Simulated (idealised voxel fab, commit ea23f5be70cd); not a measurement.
process module | voxel double patterning
cross-section cut | 265 nm wide | cells 5 nm
A cross-section is a grid of square cells, given in bands from the top down. A band is one or more rows of cells.
Each band's line starts with the height of the band's top and of its bottom, in nm. Then come its materials from left to right, each with its width in nm. One material with "throughout" fills the band from edge to edge. "air" is empty space.
Height 0 is the level under which the wafer as received is all one material. The lowest band goes on downwards, as in "0 down".
A width such as "30 to 40" changes by the same amount from each row of cells to the next, from the band's top row to its bottom row.
"no change" after a step means that no cell of the cross-section changed.
closed voids: empty space of 8 cells or more with no open way to the top, each as width x height at its distance from the left edge, in nm
after a step's settings: what the simulator itself notes on the step
overlay nm, on a step with a mask: how far to the right of its planned place the mask lay; to the left if negative
plan
1 op RECEIVE | material Si
2 op CONFORMAL_DEP | material SiO2 | thk nm 5
3 op DIRECTIONAL_DEP | material W | thk nm 15
4 op DIRECTIONAL_DEP | material SiCN | thk nm 10
5 op PATTERN | tone open | mask id FIRST | material resist | width nm 15 | pitch nm 50 | thk nm 20 | overlay nm 0
6 op DIRECTIONAL_ETCH | etch materials SiCN | depth nm 10
7 op STRIP | etch materials resist
8 op MASKED_ETCH | tone open | mask id SECOND | width nm 15 | pitch nm 50 | etch materials SiCN | depth nm 10 | overlay nm 0
9 op DIRECTIONAL_ETCH | etch materials W | depth nm 15
10 op STRIP | etch materials SiCN
first wafer, as planned
as received, after step 1
  0 down: Si throughout
  closed voids: none
after step 2
  5 to 0: SiO2 throughout
  below 0: unchanged
after step 3
  20 to 5: W throughout
  below 5: unchanged
after step 4
  30 to 20: SiCN throughout
  below 20: unchanged
after step 5
  50 to 30: resist 75 | air 15 | resist 35 | air 15 | resist 35 | air 15 | resist 75
  below 30: unchanged
after step 6
  50 to 30: resist 75 | air 15 | resist 35 | air 15 | resist 35 | air 15 | resist 75
  30 to 20: SiCN 75 | air 15 | SiCN 35 | air 15 | SiCN 35 | air 15 | SiCN 75
  below 20: unchanged
after step 7
  30 to 20: SiCN 75 | air 15 | SiCN 35 | air 15 | SiCN 35 | air 15 | SiCN 75
  below 20: unchanged
after step 8
  30 to 20: SiCN 75 | air 15 | SiCN 10 | air 15 | SiCN 10 | air 15 | SiCN 10 | air 15 | SiCN 10 | air 15 | SiCN 75
  below 20: unchanged
after step 9
  30 to 20: SiCN 75 | air 15 | SiCN 10 | air 15 | SiCN 10 | air 15 | SiCN 10 | air 15 | SiCN 10 | air 15 | SiCN 75
  20 to 5: W 75 | air 15 | W 10 | air 15 | W 10 | air 15 | W 10 | air 15 | W 10 | air 15 | W 75
  below 5: unchanged
after step 10
  20 to 5: W 75 | air 15 | W 10 | air 15 | W 10 | air 15 | W 10 | air 15 | W 10 | air 15 | W 75
  below 5: unchanged
second wafer: like start, like plan, one mistake. Through step 1 it matches the first wafer
when step 2 should have ended
  15 to 0: W throughout
  below 0: unchanged
when step 3 should have ended
  20 to 15: SiO2 throughout
  below 15: unchanged
when step 4 should have ended
  30 to 20: SiCN throughout
  below 20: unchanged
when step 5 should have ended
  50 to 30: resist 75 | air 15 | resist 35 | air 15 | resist 35 | air 15 | resist 75
  below 30: unchanged
when step 6 should have ended
  50 to 30: resist 75 | air 15 | resist 35 | air 15 | resist 35 | air 15 | resist 75
  30 to 20: SiCN 75 | air 15 | SiCN 35 | air 15 | SiCN 35 | air 15 | SiCN 75
  below 20: unchanged
when step 7 should have ended
  30 to 20: SiCN 75 | air 15 | SiCN 35 | air 15 | SiCN 35 | air 15 | SiCN 75
  below 20: unchanged
when step 8 should have ended
  30 to 20: SiCN 75 | air 15 | SiCN 10 | air 15 | SiCN 10 | air 15 | SiCN 10 | air 15 | SiCN 10 | air 15 | SiCN 75
  below 20: unchanged
when step 9 should have ended: no change
when step 10 should have ended
  20 to 15: SiO2 throughout
  below 15: unchanged
what went wrong: steps 2 and 3 were swapped
at the end the second wafer has, in cells: 45 more of W
